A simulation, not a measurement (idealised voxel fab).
The process module presented herein is designated voxel transistor to metal.
285 nm wide, 5 nm square cells: that's cross-section cut.
Just so we're on the same page, the cross-sections are grids of square cells, and they're listed out in bands top to bottom, each band one or more rows deep.
Band: top height; bottom height; in nm. Then, left to right: material with width in nm, for each material. "throughout": a single material spanning edge to edge. "empty": empty space.
Height is counted from the level 0, under which the received wafer is composed throughout of one material. The lowest of the bands is not closed at the bottom but continues downward, in the notation "z 0 and below".
Width: "30->40" (first number = top row, second number = bottom row, same change from row to row of cells).
Where a step carries "identical to before", the cross-section came out of it unchanged, cell for cell.
Closed-off voids of 8+ cells (no open route to the top) go in "Closed internal voids", written width x height at distance from the left edge, in nm.
Post-settings text on a step line: simulator's own remark regarding the step.
Regarding "overlay nm": on a step with a mask, it is the distance the mask lay to the right of its planned place; a negative value places it to the left.
In what follows, pairs of cross-sections are presented, each taken before and after one process step, with the after cross-section shown only down to the lowest band that was altered; the step, together with its settings, is stated below the pair. The pairs may stem from different runs of this module on the same starting wafer; accordingly, a pair should be taken as continuing from the one above it solely where its entry headed "Ex-ante state" indicates as much.
EX-ANTE STATE
z 95 to 65  empty (30) / resist (15) / empty (65) / resist (15) / empty (35) / resist (15) / empty (65) / resist (15) / empty (30)
z 65 to 50  aC throughout
z 50 to 35  W throughout
z 35 to 30  TiN throughout
z 30 to 20  SiO2 (30) / TiN (5) / Ru (5) / TiN (5) / SiO2 (65) / TiN (5) / Ru (5) / TiN (5) / SiO2 (35) / TiN (5) / Ru (5) / TiN (5) / SiO2 (65) / TiN (5) / Ru (5) / TiN (5) / SiO2 (30)
z 20 to 15  SiO2 (30) / TiN (5) / Ru (5) / TiN (5) / SiO2 (5) / SiN (10) / HfO2 (5) / TiN (5) / W (15) / TiN (5) / HfO2 (5) / SiN (10) / SiO2 (5) / TiN (5) / Ru (5) / TiN (5) / SiO2 (35) / TiN (5) / Ru (5) / TiN (5) / SiO2 (5) / SiN (10) / HfO2 (5) / TiN (5) / W (15) / TiN (5) / HfO2 (5) / SiN (10) / SiO2 (5) / TiN (5) / Ru (5) / TiN (5) / SiO2 (30)
z 15 to 10  SiO2 (30) / TiN (15) / SiO2 (5) / SiN (10) / HfO2 (5) / TiN (5) / W (15) / TiN (5) / HfO2 (5) / SiN (10) / SiO2 (5) / TiN (15) / SiO2 (35) / TiN (15) / SiO2 (5) / SiN (10) / HfO2 (5) / TiN (5) / W (15) / TiN (5) / HfO2 (5) / SiN (10) / SiO2 (5) / TiN (15) / SiO2 (30)
z 10 to 5  SiO2 (25) / SiGe (25) / SiN (10) / HfO2 (5) / TiN (5) / W (15) / TiN (5) / HfO2 (5) / SiN (10) / SiGe (25) / SiO2 (25) / SiGe (25) / SiN (10) / HfO2 (5) / TiN (5) / W (15) / TiN (5) / HfO2 (5) / SiN (10) / SiGe (25) / SiO2 (25)
z 5 to 0  SiO2 (20) / SiN (10) / SiGe (20) / SiN (10) / HfO2 (5) / TiN (5) / W (15) / TiN (5) / HfO2 (5) / SiN (10) / SiGe (20) / SiN (10) / SiO2 (15) / SiN (10) / SiGe (20) / SiN (10) / HfO2 (5) / TiN (5) / W (15) / TiN (5) / HfO2 (5) / SiN (10) / SiGe (20) / SiN (10) / SiO2 (20)
z 0 to -5  SiO2 (20) / SiN (10) / SiGe (20) / SiN (10) / HfO2 (5) / TiN (25) / HfO2 (5) / SiN (10) / SiGe (20) / SiN (10) / SiO2 (15) / SiN (10) / SiGe (20) / SiN (10) / HfO2 (5) / TiN (25) / HfO2 (5) / SiN (10) / SiGe (20) / SiN (10) / SiO2 (20)
z -5 to -10  SiO2 (30) / SiGe (20) / SiO2 (5) / HfO2 (45) / SiO2 (5) / SiGe (20) / SiO2 (35) / SiGe (20) / SiO2 (5) / HfO2 (45) / SiO2 (5) / SiGe (20) / SiO2 (30)
z -10 to -25  SiO2 (25) / Si (5) / SiGe (20) / Si (55) / SiGe (20) / Si (5) / SiO2 (25) / Si (5) / SiGe (20) / Si (55) / SiGe (20) / Si (5) / SiO2 (25)
z -25 to -30  SiO2 (25) / Si (105) / SiO2 (25) / Si (105) / SiO2 (25)
z -30 and below  Si throughout
Closed internal voids: none
SECTION, POST-STEP
z 80 to 65  empty (30) / resist (15) / empty (65) / resist (15) / empty (35) / resist (15) / empty (65) / resist (15) / empty (30)
z 65 to 50  empty (30) / aC (15) / empty (65) / aC (15) / empty (35) / aC (15) / empty (65) / aC (15) / empty (30)
Lower than 50, everything is as it was.
Closed internal voids: none
Here is the step that sits between the two cross-sections above: DIRECTIONAL_ETCH with etch materials aC, depth nm 15
Ex-ante state: the state before this step is the cross-section shown after the step in the pair just above.
SECTION, POST-STEP
z 65 to 50  empty (30) / aC (15) / empty (65) / aC (15) / empty (35) / aC (15) / empty (65) / aC (15) / empty (30)
Lower than 50, everything is as it was.
Closed internal voids: none
Here is the step that sits between the two cross-sections above: STRIP with etch materials resist
Ex-ante state: the state before this step is the cross-section shown after the step in the pair just above.
SECTION, POST-STEP
z 65 to 50  empty (30) / aC (15) / empty (65) / aC (15) / empty (35) / aC (15) / empty (65) / aC (15) / empty (30)
z 50 to 35  empty (30) / W (15) / empty (65) / W (15) / empty (35) / W (15) / empty (65) / W (15) / empty (30)
Lower than 35, everything is as it was.
Closed internal voids: none
Here is the step that sits between the two cross-sections above: DIRECTIONAL_ETCH with etch materials W, depth nm 15
Ex-ante state: the state before this step is the cross-section shown after the step in the pair just above.
SECTION, POST-STEP
z 65 to 50  empty (30) / aC (15) / empty (65) / aC (15) / empty (35) / aC (15) / empty (65) / aC (15) / empty (30)
z 50 to 35  empty (30) / W (15) / empty (65) / W (15) / empty (35) / W (15) / empty (65) / W (15) / empty (30)
z 35 to 30  empty (30) / TiN (15) / empty (65) / TiN (15) / empty (35) / TiN (15) / empty (65) / TiN (15) / empty (30)
Lower than 30, everything is as it was.
Closed internal voids: none
Here is the step that sits between the two cross-sections above: DIRECTIONAL_ETCH with etch materials TiN, depth nm 5
Ex-ante state: the state before this step is the cross-section shown after the step in the pair just above.
SECTION, POST-STEP
z 50 to 35  empty (30) / W (15) / empty (65) / W (15) / empty (35) / W (15) / empty (65) / W (15) / empty (30)
Lower than 35, everything is as it was.
Closed internal voids: none
Here is the step that sits between the two cross-sections above: STRIP with etch materials aC
Ex-ante state: the state before this step is the cross-section shown after the step in the pair just above.
SECTION, POST-STEP
z 55 to 50  SiO2 throughout
z 50 to 35  SiO2 (30) / W (15) / SiO2 (65) / W (15) / SiO2 (35) / W (15) / SiO2 (65) / W (15) / SiO2 (30)
z 35 to 30  SiO2 (30) / TiN (15) / SiO2 (65) / TiN (15) / SiO2 (35) / TiN (15) / SiO2 (65) / TiN (15) / SiO2 (30)
Lower than 30, everything is as it was.
Closed internal voids: none
Here is the step that sits between the two cross-sections above: FILL_DEP with material SiO2, thk nm 5
Ex-ante state: the state before this step is the cross-section shown after the step in the pair just above.
SECTION, POST-STEP
z 50 to 35  SiO2 (30) / W (15) / SiO2 (65) / W (15) / SiO2 (35) / W (15) / SiO2 (65) / W (15) / SiO2 (30)
Lower than 35, everything is as it was.
Closed internal voids: none
Here is the step that sits between the two cross-sections above: CMP with height nm 50
Ex-ante state: the state before this step is the cross-section shown after the step in the pair just above.
SECTION, POST-STEP
z 55 to 50  SiCN throughout
Lower than 50, everything is as it was.
Closed internal voids: none
Here is the step that sits between the two cross-sections above: CONFORMAL_DEP with material SiCN, thk nm 5
Ex-ante state: the state before this step is the cross-section shown after the step in the pair just above.
SECTION, POST-STEP
z 80 to 55  lowk throughout
Lower than 55, everything is as it was.
Closed internal voids: none
Here is the step that sits between the two cross-sections above: DIRECTIONAL_DEP with material lowk, thk nm 25
Ex-ante state: the state before this step is the cross-section shown after the step in the pair just above.
SECTION, POST-STEP
z 80 to 65  lowk (30) / empty (15) / lowk (115) / empty (15) / lowk (110)
Lower than 65, everything is as it was.
Closed internal voids: none
Here is the step that sits between the two cross-sections above: MASKED_ETCH with tone open, mask id METAL_2, width nm 15, pitch nm 130, etch materials lowk, depth nm 15, overlay nm 0
Ex-ante state: the state before this step is the cross-section shown after the step in the pair just above.
SECTION, POST-STEP
z 95 to 80  aC (30) / empty (15) / aC (115) / empty (15) / aC (110)
z 80 to 65  lowk (30) / aC (15) / lowk (115) / aC (15) / lowk (110)
Lower than 65, everything is as it was.
Closed internal voids: none
Here is the step that sits between the two cross-sections above: DIRECTIONAL_DEP with material aC, thk nm 15
Ex-ante state: the state before this step is the cross-section shown after the step in the pair just above.
SECTION, POST-STEP
z 125 to 95  resist (30) / empty (15) / resist (115) / empty (15) / resist (110)
Lower than 95, everything is as it was.
Closed internal voids: none
Here is the step that sits between the two cross-sections above: PATTERN with tone open, mask id METAL_2_HOLES, material resist, width nm 15, pitch nm 130, thk nm 30, overlay nm 0
Ex-ante state: the state before this step is the cross-section shown after the step in the pair just above.
SECTION, POST-STEP
z 110 to 95  resist (30) / empty (15) / resist (115) / empty (15) / resist (110)
z 95 to 80  aC (30) / empty (15) / aC (115) / empty (15) / aC (110)
z 80 to 65  lowk (30) / empty (15) / lowk (115) / empty (15) / lowk (110)
Lower than 65, everything is as it was.
Closed internal voids: none
Here is the step that sits between the two cross-sections above: DIRECTIONAL_ETCH with etch materials aC, depth nm 15
Ex-ante state: the state before this step is the cross-section shown after the step in the pair just above.
SECTION, POST-STEP
z 95 to 80  aC (30) / empty (15) / aC (115) / empty (15) / aC (110)
Lower than 80, everything is as it was.
Closed internal voids: none
Here is the step that sits between the two cross-sections above: STRIP with etch materials resist
Ex-ante state: the state before this step is the cross-section shown after the step in the pair just above.
SECTION, POST-STEP
z 95 to 80  aC (30) / empty (15) / aC (115) / empty (15) / aC (110)
z 80 to 55  lowk (30) / empty (15) / lowk (115) / empty (15) / lowk (110)
Lower than 55, everything is as it was.
Closed internal voids: none
Here is the step that sits between the two cross-sections above: DIRECTIONAL_ETCH with etch materials lowk, depth nm 10
Ex-ante state: the state before this step is the cross-section shown after the step in the pair just above.
SECTION, POST-STEP
z 95 to 80  aC (30) / empty (15) / aC (115) / empty (15) / aC (110)
z 80 to 55  lowk (30) / empty (15) / lowk (115) / empty (15) / lowk (110)
z 55 to 50  SiCN (30) / empty (15) / SiCN (115) / empty (15) / SiCN (110)
Lower than 50, everything is as it was.
Closed internal voids: none
Here is the step that sits between the two cross-sections above: DIRECTIONAL_ETCH with etch materials SiCN, depth nm 5
Ex-ante state: the state before this step is the cross-section shown after the step in the pair just above.
SECTION, POST-STEP
z 80 to 55  lowk (30) / empty (15) / lowk (115) / empty (15) / lowk (110)
Lower than 55, everything is as it was.
Closed internal voids: none
Here is the step that sits between the two cross-sections above: STRIP with etch materials aC
Ex-ante state: the state before this step is the cross-section shown after the step in the pair just above.
SECTION, POST-STEP
z 85 to 80  TiN (35) / empty (5) / TiN (125) / empty (5) / TiN (115)
z 80 to 55  lowk (30) / TiN (5) / empty (5) / TiN (5) / lowk (115) / TiN (5) / empty (5) / TiN (5) / lowk (110)
z 55 to 50  SiCN (30) / TiN (15) / SiCN (115) / TiN (15) / SiCN (110)
Lower than 50, everything is as it was.
Closed internal voids: none
Here is the step that sits between the two cross-sections above: CONFORMAL_DEP with material TiN, thk nm 5
Ex-ante state: the state before this step is the cross-section shown after the step in the pair just above.
SECTION, POST-STEP
z 90 to 85  Cu throughout
z 85 to 80  TiN (35) / Cu (5) / TiN (125) / Cu (5) / TiN (115)
z 80 to 55  lowk (30) / TiN (5) / Cu (5) / TiN (5) / lowk (115) / TiN (5) / Cu (5) / TiN (5) / lowk (110)
Lower than 55, everything is as it was.
Closed internal voids: none
Here is the step that sits between the two cross-sections above: FILL_DEP with material Cu, thk nm 5
Ex-ante state: the state before this step is the cross-section shown after the step in the pair just above.
SECTION, POST-STEP
z 80 to 55  lowk (30) / TiN (5) / Cu (5) / TiN (5) / lowk (115) / TiN (5) / Cu (5) / TiN (5) / lowk (110)
Lower than 55, everything is as it was.
Closed internal voids: none
Here is the step that sits between the two cross-sections above: CMP with height nm 80
Ex-ante state: the state before this step is the cross-section shown after the step in the pair just above.
SECTION, POST-STEP
z 85 to 80  SiCN throughout
Lower than 80, everything is as it was.
Closed internal voids: none
Here is the step that sits between the two cross-sections above: CONFORMAL_DEP with material SiCN, thk nm 5
EX-ANTE STATE
z 25 to 20  empty (50) / SiN (10) / empty (35) / SiN (10) / empty (75) / SiN (10) / empty (35) / SiN (10) / empty (50)
z 20 to 10  SiO2 (50) / SiN (10) / empty (35) / SiN (10) / SiO2 (75) / SiN (10) / empty (35) / SiN (10) / SiO2 (50)
z 10 to 5  SiO2 (25) / SiGe (25) / SiN (10) / empty (35) / SiN (10) / SiGe (25) / SiO2 (25) / SiGe (25) / SiN (10) / empty (35) / SiN (10) / SiGe (25) / SiO2 (25)
z 5 to -5  SiO2 (20) / SiN (10) / SiGe (20) / SiN (10) / empty (35) / SiN (10) / SiGe (20) / SiN (10) / SiO2 (15) / SiN (10) / SiGe (20) / SiN (10) / empty (35) / SiN (10) / SiGe (20) / SiN (10) / SiO2 (20)
z -5 to -10  SiO2 (30) / SiGe (20) / SiO2 (5) / empty (45) / SiO2 (5) / SiGe (20) / SiO2 (35) / SiGe (20) / SiO2 (5) / empty (45) / SiO2 (5) / SiGe (20) / SiO2 (30)
z -10 to -25  SiO2 (25) / Si (5) / SiGe (20) / Si (55) / SiGe (20) / Si (5) / SiO2 (25) / Si (5) / SiGe (20) / Si (55) / SiGe (20) / Si (5) / SiO2 (25)
z -25 to -30  SiO2 (25) / Si (105) / SiO2 (25) / Si (105) / SiO2 (25)
z -30 and below  Si throughout
Closed internal voids: none
SECTION, POST-STEP
z 30 to 25  empty (45) / TiN (20) / empty (25) / TiN (20) / empty (65) / TiN (20) / empty (25) / TiN (20) / empty (45)
z 25 to 20  TiN (50) / SiN (10) / TiN (5) / empty (25) / TiN (5) / SiN (10) / TiN (75) / SiN (10) / TiN (5) / empty (25) / TiN (5) / SiN (10) / TiN (50)
z 20 to 10  SiO2 (50) / SiN (10) / TiN (5) / empty (25) / TiN (5) / SiN (10) / SiO2 (75) / SiN (10) / TiN (5) / empty (25) / TiN (5) / SiN (10) / SiO2 (50)
z 10 to 5  SiO2 (25) / SiGe (25) / SiN (10) / TiN (5) / empty (25) / TiN (5) / SiN (10) / SiGe (25) / SiO2 (25) / SiGe (25) / SiN (10) / TiN (5) / empty (25) / TiN (5) / SiN (10) / SiGe (25) / SiO2 (25)
z 5 to -5  SiO2 (20) / SiN (10) / SiGe (20) / SiN (10) / TiN (5) / empty (25) / TiN (5) / SiN (10) / SiGe (20) / SiN (10) / SiO2 (15) / SiN (10) / SiGe (20) / SiN (10) / TiN (5) / empty (25) / TiN (5) / SiN (10) / SiGe (20) / SiN (10) / SiO2 (20)
z -5 to -10  SiO2 (30) / SiGe (20) / SiO2 (5) / TiN (45) / SiO2 (5) / SiGe (20) / SiO2 (35) / SiGe (20) / SiO2 (5) / TiN (45) / SiO2 (5) / SiGe (20) / SiO2 (30)
Lower than -10, everything is as it was.
Closed internal voids: none
Here is the step that sits between the two cross-sections above: CONFORMAL_DEP with material TiN, thk nm 5
Ex-ante state: the state before this step is the cross-section shown after the step in the pair just above.
SECTION, POST-STEP
z 35 to 30  W throughout
z 30 to 25  W (45) / TiN (20) / W (25) / TiN (20) / W (65) / TiN (20) / W (25) / TiN (20) / W (45)
z 25 to 20  TiN (50) / SiN (10) / TiN (5) / W (25) / TiN (5) / SiN (10) / TiN (75) / SiN (10) / TiN (5) / W (25) / TiN (5) / SiN (10) / TiN (50)
z 20 to 10  SiO2 (50) / SiN (10) / TiN (5) / W (25) / TiN (5) / SiN (10) / SiO2 (75) / SiN (10) / TiN (5) / W (25) / TiN (5) / SiN (10) / SiO2 (50)
z 10 to 5  SiO2 (25) / SiGe (25) / SiN (10) / TiN (5) / W (25) / TiN (5) / SiN (10) / SiGe (25) / SiO2 (25) / SiGe (25) / SiN (10) / TiN (5) / W (25) / TiN (5) / SiN (10) / SiGe (25) / SiO2 (25)
z 5 to -5  SiO2 (20) / SiN (10) / SiGe (20) / SiN (10) / TiN (5) / W (25) / TiN (5) / SiN (10) / SiGe (20) / SiN (10) / SiO2 (15) / SiN (10) / SiGe (20) / SiN (10) / TiN (5) / W (25) / TiN (5) / SiN (10) / SiGe (20) / SiN (10) / SiO2 (20)
Lower than -5, everything is as it was.
Closed internal voids: none
Here is the step that sits between the two cross-sections above: FILL_DEP with material W, thk nm 5
Ex-ante state: the state before this step is the cross-section shown after the step in the pair just above.
SECTION, POST-STEP
z 20 to 10  SiO2 (50) / SiN (10) / TiN (5) / W (25) / TiN (5) / SiN (10) / SiO2 (75) / SiN (10) / TiN (5) / W (25) / TiN (5) / SiN (10) / SiO2 (50)
Lower than 10, everything is as it was.
Closed internal voids: none
Here is the step that sits between the two cross-sections above: CMP with height nm 20
Ex-ante state: the state before this step is the cross-section shown after the step in the pair just above.
SECTION, POST-STEP
z 30 to 20  SiO2 throughout
Lower than 20, everything is as it was.
Closed internal voids: none
Here is the step that sits between the two cross-sections above: DIRECTIONAL_DEP with material SiO2, thk nm 10
Ex-ante state: the state before this step is the cross-section shown after the step in the pair just above.
SECTION, POST-STEP
z 45 to 30  resist (30) / empty (15) / resist (65) / empty (15) / resist (35) / empty (15) / resist (65) / empty (15) / resist (30)
Lower than 30, everything is as it was.
Closed internal voids: none
Here is the step that sits between the two cross-sections above: PATTERN with tone open, mask id CONTACT, material resist, width nm 15, thk nm 15, overlay nm 0
Ex-ante state: the state before this step is the cross-section shown after the step in the pair just above.
SECTION, POST-STEP
z 45 to 30  resist (30) / empty (15) / resist (65) / empty (15) / resist (35) / empty (15) / resist (65) / empty (15) / resist (30)
z 30 to 20  SiO2 (30) / empty (15) / SiO2 (65) / empty (15) / SiO2 (35) / empty (15) / SiO2 (65) / empty (15) / SiO2 (30)
z 20 to 10  SiO2 (30) / empty (15) / SiO2 (5) / SiN (10) / TiN (5) / W (25) / TiN (5) / SiN (10) / SiO2 (5) / empty (15) / SiO2 (35) / empty (15) / SiO2 (5) / SiN (10) / TiN (5) / W (25) / TiN (5) / SiN (10) / SiO2 (5) / empty (15) / SiO2 (30)
Lower than 10, everything is as it was.
Closed internal voids: none
Here is the step that sits between the two cross-sections above: DIRECTIONAL_ETCH with etch materials SiO2, depth nm 20
Ex-ante state: the state before this step is the cross-section shown after the step in the pair just above.
SECTION, POST-STEP
z 30 to 20  SiO2 (30) / empty (15) / SiO2 (65) / empty (15) / SiO2 (35) / empty (15) / SiO2 (65) / empty (15) / SiO2 (30)
Lower than 20, everything is as it was.
Closed internal voids: none
Here is the step that sits between the two cross-sections above: STRIP with etch materials resist
Ex-ante state: the state before this step is the cross-section shown after the step in the pair just above.
SECTION, POST-STEP
z 35 to 30  TiN (35) / empty (5) / TiN (75) / empty (5) / TiN (45) / empty (5) / TiN (75) / empty (5) / TiN (35)
z 30 to 20  SiO2 (30) / TiN (5) / empty (5) / TiN (5) / SiO2 (65) / TiN (5) / empty (5) / TiN (5) / SiO2 (35) / TiN (5) / empty (5) / TiN (5) / SiO2 (65) / TiN (5) / empty (5) / TiN (5) / SiO2 (30)
z 20 to 15  SiO2 (30) / TiN (5) / empty (5) / TiN (5) / SiO2 (5) / SiN (10) / TiN (5) / W (25) / TiN (5) / SiN (10) / SiO2 (5) / TiN (5) / empty (5) / TiN (5) / SiO2 (35) / TiN (5) / empty (5) / TiN (5) / SiO2 (5) / SiN (10) / TiN (5) / W (25) / TiN (5) / SiN (10) / SiO2 (5) / TiN (5) / empty (5) / TiN (5) / SiO2 (30)
z 15 to 10  SiO2 (30) / TiN (15) / SiO2 (5) / SiN (10) / TiN (5) / W (25) / TiN (5) / SiN (10) / SiO2 (5) / TiN (15) / SiO2 (35) / TiN (15) / SiO2 (5) / SiN (10) / TiN (5) / W (25) / TiN (5) / SiN (10) / SiO2 (5) / TiN (15) / SiO2 (30)
Lower than 10, everything is as it was.
Closed internal voids: none
Here is the step that sits between the two cross-sections above: CONFORMAL_DEP with material TiN, thk nm 5
Ex-ante state: the state before this step is the cross-section shown after the step in the pair just above.
SECTION, POST-STEP
z 45 to 35  Ru throughout
z 35 to 30  TiN (35) / Ru (5) / TiN (75) / Ru (5) / TiN (45) / Ru (5) / TiN (75) / Ru (5) / TiN (35)
z 30 to 20  SiO2 (30) / TiN (5) / Ru (5) / TiN (5) / SiO2 (65) / TiN (5) / Ru (5) / TiN (5) / SiO2 (35) / TiN (5) / Ru (5) / TiN (5) / SiO2 (65) / TiN (5) / Ru (5) / TiN (5) / SiO2 (30)
z 20 to 15  SiO2 (30) / TiN (5) / Ru (5) / TiN (5) / SiO2 (5) / SiN (10) / TiN (5) / W (25) / TiN (5) / SiN (10) / SiO2 (5) / TiN (5) / Ru (5) / TiN (5) / SiO2 (35) / TiN (5) / Ru (5) / TiN (5) / SiO2 (5) / SiN (10) / TiN (5) / W (25) / TiN (5) / SiN (10) / SiO2 (5) / TiN (5) / Ru (5) / TiN (5) / SiO2 (30)
Lower than 15, everything is as it was.
Closed internal voids: none
Here is the step that sits between the two cross-sections above: FILL_DEP with material Ru, thk nm 10
Ex-ante state: the state before this step is the cross-section shown after the step in the pair just above.
SECTION, POST-STEP
z 30 to 20  SiO2 (30) / TiN (5) / Ru (5) / TiN (5) / SiO2 (65) / TiN (5) / Ru (5) / TiN (5) / SiO2 (35) / TiN (5) / Ru (5) / TiN (5) / SiO2 (65) / TiN (5) / Ru (5) / TiN (5) / SiO2 (30)
Lower than 20, everything is as it was.
Closed internal voids: none
Here is the step that sits between the two cross-sections above: CMP with height nm 30
Ex-ante state: the state before this step is the cross-section shown after the step in the pair just above.
SECTION, POST-STEP
z 35 to 30  TiN throughout
Lower than 30, everything is as it was.
Closed internal voids: none
Here is the step that sits between the two cross-sections above: DIRECTIONAL_DEP with material TiN, thk nm 5
Ex-ante state: the state before this step is the cross-section shown after the step in the pair just above.
SECTION, POST-STEP
z 50 to 35  W throughout
Lower than 35, everything is as it was.
Closed internal voids: none
Here is the step that sits between the two cross-sections above: DIRECTIONAL_DEP with material W, thk nm 15
Ex-ante state: the state before this step is the cross-section shown after the step in the pair just above.
SECTION, POST-STEP
z 65 to 50  aC throughout
Lower than 50, everything is as it was.
Closed internal voids: none
Here is the step that sits between the two cross-sections above: DIRECTIONAL_DEP with material aC, thk nm 15
Ex-ante state: the state before this step is the cross-section shown after the step in the pair just above.
SECTION, POST-STEP
z 95 to 65  empty (30) / resist (15) / empty (65) / resist (15) / empty (35) / resist (15) / empty (65) / resist (15) / empty (30)
Lower than 65, everything is as it was.
Closed internal voids: none
Here is the step that sits between the two cross-sections above: PATTERN with tone cover, mask id METAL_1, material resist, width nm 15, thk nm 30, overlay nm 0
Ex-ante state: the state before this step is the cross-section shown after the step in the pair just above.
SECTION, POST-STEP
z 80 to 65  empty (30) / resist (15) / empty (65) / resist (15) / empty (35) / resist (15) / empty (65) / resist (15) / empty (30)
z 65 to 50  empty (30) / aC (15) / empty (65) / aC (15) / empty (35) / aC (15) / empty (65) / aC (15) / empty (30)
Lower than 50, everything is as it was.
Closed internal voids: none
Here is the step that sits between the two cross-sections above: DIRECTIONAL_ETCH with etch materials aC, depth nm 15
Ex-ante state: the state before this step is the cross-section shown after the step in the pair just above.
SECTION, POST-STEP
z 65 to 50  empty (30) / aC (15) / empty (65) / aC (15) / empty (35) / aC (15) / empty (65) / aC (15) / empty (30)
Lower than 50, everything is as it was.
Closed internal voids: none
Here is the step that sits between the two cross-sections above: STRIP with etch materials resist
Ex-ante state: the state before this step is the cross-section shown after the step in the pair just above.
SECTION, POST-STEP
z 65 to 50  empty (30) / aC (15) / empty (65) / aC (15) / empty (35) / aC (15) / empty (65) / aC (15) / empty (30)
z 50 to 35  empty (30) / W (15) / empty (65) / W (15) / empty (35) / W (15) / empty (65) / W (15) / empty (30)
Lower than 35, everything is as it was.
Closed internal voids: none
Here is the step that sits between the two cross-sections above: DIRECTIONAL_ETCH with etch materials W, depth nm 15
Ex-ante state: the state before this step is the cross-section shown after the step in the pair just above.
SECTION, POST-STEP
z 65 to 50  empty (30) / aC (15) / empty (65) / aC (15) / empty (35) / aC (15) / empty (65) / aC (15) / empty (30)
z 50 to 35  empty (30) / W (15) / empty (65) / W (15) / empty (35) / W (15) / empty (65) / W (15) / empty (30)
z 35 to 30  empty (30) / TiN (15) / empty (65) / TiN (15) / empty (35) / TiN (15) / empty (65) / TiN (15) / empty (30)
Lower than 30, everything is as it was.
Closed internal voids: none
Here is the step that sits between the two cross-sections above: DIRECTIONAL_ETCH with etch materials TiN, depth nm 5
Ex-ante state: the state before this step is the cross-section shown after the step in the pair just above.
SECTION, POST-STEP
z 50 to 35  empty (30) / W (15) / empty (65) / W (15) / empty (35) / W (15) / empty (65) / W (15) / empty (30)
Lower than 35, everything is as it was.
Closed internal voids: none
Here is the step that sits between the two cross-sections above: STRIP with etch materials aC
Ex-ante state: the state before this step is the cross-section shown after the step in the pair just above.
SECTION, POST-STEP
z 55 to 50  SiO2 throughout
z 50 to 35  SiO2 (30) / W (15) / SiO2 (65) / W (15) / SiO2 (35) / W (15) / SiO2 (65) / W (15) / SiO2 (30)
z 35 to 30  SiO2 (30) / TiN (15) / SiO2 (65) / TiN (15) / SiO2 (35) / TiN (15) / SiO2 (65) / TiN (15) / SiO2 (30)
Lower than 30, everything is as it was.
Closed internal voids: none
Here is the step that sits between the two cross-sections above: FILL_DEP with material SiO2, thk nm 5
Ex-ante state: the state before this step is the cross-section shown after the step in the pair just above.
SECTION, POST-STEP
z 50 to 35  SiO2 (30) / W (15) / SiO2 (65) / W (15) / SiO2 (35) / W (15) / SiO2 (65) / W (15) / SiO2 (30)
Lower than 35, everything is as it was.
Closed internal voids: none
Here is the step that sits between the two cross-sections above: CMP with height nm 50
Ex-ante state: the state before this step is the cross-section shown after the step in the pair just above.
SECTION, POST-STEP
z 55 to 50  SiCN throughout
Lower than 50, everything is as it was.
Closed internal voids: none
Here is the step that sits between the two cross-sections above: CONFORMAL_DEP with material SiCN, thk nm 5
Ex-ante state: the state before this step is the cross-section shown after the step in the pair just above.
SECTION, POST-STEP
z 80 to 55  lowk throughout
Lower than 55, everything is as it was.
Closed internal voids: none
Here is the step that sits between the two cross-sections above: DIRECTIONAL_DEP with material lowk, thk nm 25
Ex-ante state: the state before this step is the cross-section shown after the step in the pair just above.
SECTION, POST-STEP
z 80 to 65  lowk (30) / empty (15) / lowk (115) / empty (15) / lowk (110)
Lower than 65, everything is as it was.
Closed internal voids: none
Here is the step that sits between the two cross-sections above: MASKED_ETCH with tone open, mask id METAL_2, width nm 15, pitch nm 130, etch materials lowk, depth nm 15, overlay nm 0
Ex-ante state: the state before this step is the cross-section shown after the step in the pair just above.
SECTION, POST-STEP
z 95 to 80  aC (30) / empty (15) / aC (115) / empty (15) / aC (110)
z 80 to 65  lowk (30) / aC (15) / lowk (115) / aC (15) / lowk (110)
Lower than 65, everything is as it was.
Closed internal voids: none
Here is the step that sits between the two cross-sections above: DIRECTIONAL_DEP with material aC, thk nm 15
Ex-ante state: the state before this step is the cross-section shown after the step in the pair just above.
SECTION, POST-STEP
z 125 to 95  resist (30) / empty (15) / resist (115) / empty (15) / resist (110)
Lower than 95, everything is as it was.
Closed internal voids: none
Here is the step that sits between the two cross-sections above: PATTERN with tone open, mask id METAL_2_HOLES, material resist, width nm 15, pitch nm 130, thk nm 30, overlay nm 0
Ex-ante state: the state before this step is the cross-section shown after the step in the pair just above.
SECTION, POST-STEP
z 110 to 95  resist (30) / empty (15) / resist (115) / empty (15) / resist (110)
z 95 to 80  aC (30) / empty (15) / aC (115) / empty (15) / aC (110)
z 80 to 65  lowk (30) / empty (15) / lowk (115) / empty (15) / lowk (110)
Lower than 65, everything is as it was.
Closed internal voids: none
Here is the step that sits between the two cross-sections above: DIRECTIONAL_ETCH with etch materials aC, depth nm 15
Ex-ante state: the state before this step is the cross-section shown after the step in the pair just above.
SECTION, POST-STEP
z 95 to 80  aC (30) / empty (15) / aC (115) / empty (15) / aC (110)
Lower than 80, everything is as it was.
Closed internal voids: none
Here is the step that sits between the two cross-sections above: STRIP with etch materials resist
Ex-ante state: the state before this step is the cross-section shown after the step in the pair just above.
SECTION, POST-STEP
z 95 to 80  aC (30) / empty (15) / aC (115) / empty (15) / aC (110)
z 80 to 55  lowk (30) / empty (15) / lowk (115) / empty (15) / lowk (110)
Lower than 55, everything is as it was.
Closed internal voids: none
Here is the step that sits between the two cross-sections above: DIRECTIONAL_ETCH with etch materials lowk, depth nm 10
Ex-ante state: the state before this step is the cross-section shown after the step in the pair just above.
SECTION, POST-STEP
z 95 to 80  aC (30) / empty (15) / aC (115) / empty (15) / aC (110)
z 80 to 55  lowk (30) / empty (15) / lowk (115) / empty (15) / lowk (110)
z 55 to 50  SiCN (30) / empty (15) / SiCN (115) / empty (15) / SiCN (110)
Lower than 50, everything is as it was.
Closed internal voids: none
Here is the step that sits between the two cross-sections above: DIRECTIONAL_ETCH with etch materials SiCN, depth nm 5
Ex-ante state: the state before this step is the cross-section shown after the step in the pair just above.
SECTION, POST-STEP
z 80 to 55  lowk (30) / empty (15) / lowk (115) / empty (15) / lowk (110)
Lower than 55, everything is as it was.
Closed internal voids: none
Here is the step that sits between the two cross-sections above: STRIP with etch materials aC
Ex-ante state: the state before this step is the cross-section shown after the step in the pair just above.
SECTION, POST-STEP
z 85 to 80  TiN (35) / empty (5) / TiN (125) / empty (5) / TiN (115)
z 80 to 55  lowk (30) / TiN (5) / empty (5) / TiN (5) / lowk (115) / TiN (5) / empty (5) / TiN (5) / lowk (110)
z 55 to 50  SiCN (30) / TiN (15) / SiCN (115) / TiN (15) / SiCN (110)
Lower than 50, everything is as it was.
Closed internal voids: none
Here is the step that sits between the two cross-sections above: CONFORMAL_DEP with material TiN, thk nm 5
Ex-ante state: the state before this step is the cross-section shown after the step in the pair just above.
SECTION, POST-STEP
z 90 to 85  Cu throughout
z 85 to 80  TiN (35) / Cu (5) / TiN (125) / Cu (5) / TiN (115)
z 80 to 55  lowk (30) / TiN (5) / Cu (5) / TiN (5) / lowk (115) / TiN (5) / Cu (5) / TiN (5) / lowk (110)
Lower than 55, everything is as it was.
Closed internal voids: none
Here is the step that sits between the two cross-sections above: FILL_DEP with material Cu, thk nm 5
